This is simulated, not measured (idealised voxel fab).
Process module under the name voxel self aligned contacts
For reference, the cross-section in this document is cut, with width 230 nm and square cells of 5 nm.
For the purposes of this document, a cross-section shall be understood as a grid of square cells, specified as bands listed in top-to-bottom order, each band consisting of one or more rows of cells. First you get the band's top height and its bottom height, in nm, and then the materials it's made of, left to right, with each width in nm. If you see a single material with "edge to edge", that one covers the band edge to edge. "air" is empty space. Height reference: 0 = level under which incoming wafer is all one material. Lowest band: no bottom, runs on downward, e.g. "0 down". A two-number width, for instance "30..40", indicates that the width is equal to the first number in the top row of the band and to the second number in the bottom row, and that it changes by a constant amount per row of cells. What does "stayed the same" mean for a step? It means no cell of the cross-section changed in that step. The entry "Listed closed voids" lists the empty spaces that cover at least 8 cells and have no open path to the top. Each is written as width x height at distance, where the distance is measured from the left edge and all three values are in nm. Anything after a step's settings on that line? It's the simulator's own note about the step. overlay nm: mask offset rightward from planned place, masked step; negative means leftward offset.
**Set out below are the planned steps of the process**
1 op RECEIVE | material Si
2 op OXIDIZE | depth nm 5
3 op DIRECTIONAL_DEP | material polySi | thk nm 30
4 op DIRECTIONAL_DEP | material SiN | thk nm 20
5 op MASKED_ETCH | tone cover | mask id GATE | width nm 30 | pitch nm 75 | etch materials SiN | depth nm 20 | overlay nm 0
6 op MASKED_ETCH | tone cover | mask id GATE | width nm 30 | pitch nm 75 | etch materials polySi | depth nm 30 | overlay nm 0
7 op CONFORMAL_DEP | material SiN | thk nm 10
8 op DIRECTIONAL_ETCH | etch materials SiN | depth nm 10
9 op FILL_DEP | material SiO2 | thk nm 15
10 op CMP | height nm 55
11 op DIRECTIONAL_DEP | material aC | thk nm 15
12 op PATTERN | tone open | mask id CONTACT | material resist | width nm 55 | pitch nm 75 | thk nm 35 | overlay nm 0
13 op DIRECTIONAL_ETCH | etch materials aC | depth nm 15
14 op STRIP | etch materials resist
15 op DIRECTIONAL_ETCH | etch materials SiO2 | depth nm 60
16 op STRIP | etch materials aC
17 op CONFORMAL_DEP | material TiN | thk nm 5
18 op FILL_DEP | material Ru | thk nm 5
19 op CMP | height nm 55
20 op CONFORMAL_DEP | material SiCN | thk nm 5
**Received-state cross-section, reflecting completion of step 1**
	0 down  Si edge to edge
	Listed closed voids: none
**End-of-module cross-section of the first of two wafers, processed as planned**
	60 to 55  SiCN edge to edge
	55 to 50  SiO2 (50)  TiN (20)  Ru (15)  TiN (20)  SiO2 (20)  TiN (20)  Ru (15)  TiN (20)  SiO2 (50)
	50 to 30  SiO2 (15)  SiN (50)  TiN (5)  Ru (15)  TiN (5)  SiN (50)  TiN (5)  Ru (15)  TiN (5)  SiN (50)  SiO2 (15)
	30 to 0  SiO2 (15)  SiN (10)  polySi (30)  SiN (10)  TiN (5)  Ru (15)  TiN (5)  SiN (10)  polySi (30)  SiN (10)  TiN (5)  Ru (15)  TiN (5)  SiN (10)  polySi (30)  SiN (10)  SiO2 (15)
	0 to -5  SiO2 (65)  TiN (25)  SiO2 (50)  TiN (25)  SiO2 (65)
	-5 down  Si edge to edge
	Listed closed voids: none
**Cross-section, wafer two of two, end of module: same start and plan as wafer one, one error in execution**
	60 to 55  SiCN edge to edge
	55 to 50  SiO2 (50)  TiN (25)  Ru (10)  TiN (20)  SiO2 (20)  TiN (25)  Ru (10)  TiN (20)  SiO2 (50)
	50 to 30  SiO2 (15)  SiN (55)  TiN (5)  Ru (10)  TiN (5)  SiN (55)  TiN (5)  Ru (10)  TiN (5)  SiN (55)  SiO2 (10)
	30 to 0  SiO2 (15)  SiN (10)  polySi (35)  SiN (10)  TiN (5)  Ru (10)  TiN (5)  SiN (10)  polySi (35)  SiN (10)  TiN (5)  Ru (10)  TiN (5)  SiN (10)  polySi (35)  SiN (10)  SiO2 (10)
	0 to -5  SiO2 (70)  TiN (20)  SiO2 (55)  TiN (20)  SiO2 (65)
	-5 down  Si edge to edge
	Listed closed voids: none
Nonconformance to the process plan: step 5 went in with a setting other than planned; the actual run was op MASKED_ETCH | tone cover | mask id GATE | width nm 35 | pitch nm 75 | etch materials SiN | depth nm 20 | overlay nm 0
Wrapping up, a cell-based count of both wafers puts the second over or under the first for these materials: Ru: 22 fewer | SiN: 12 more | SiO2: 8 fewer | polySi: 18 more
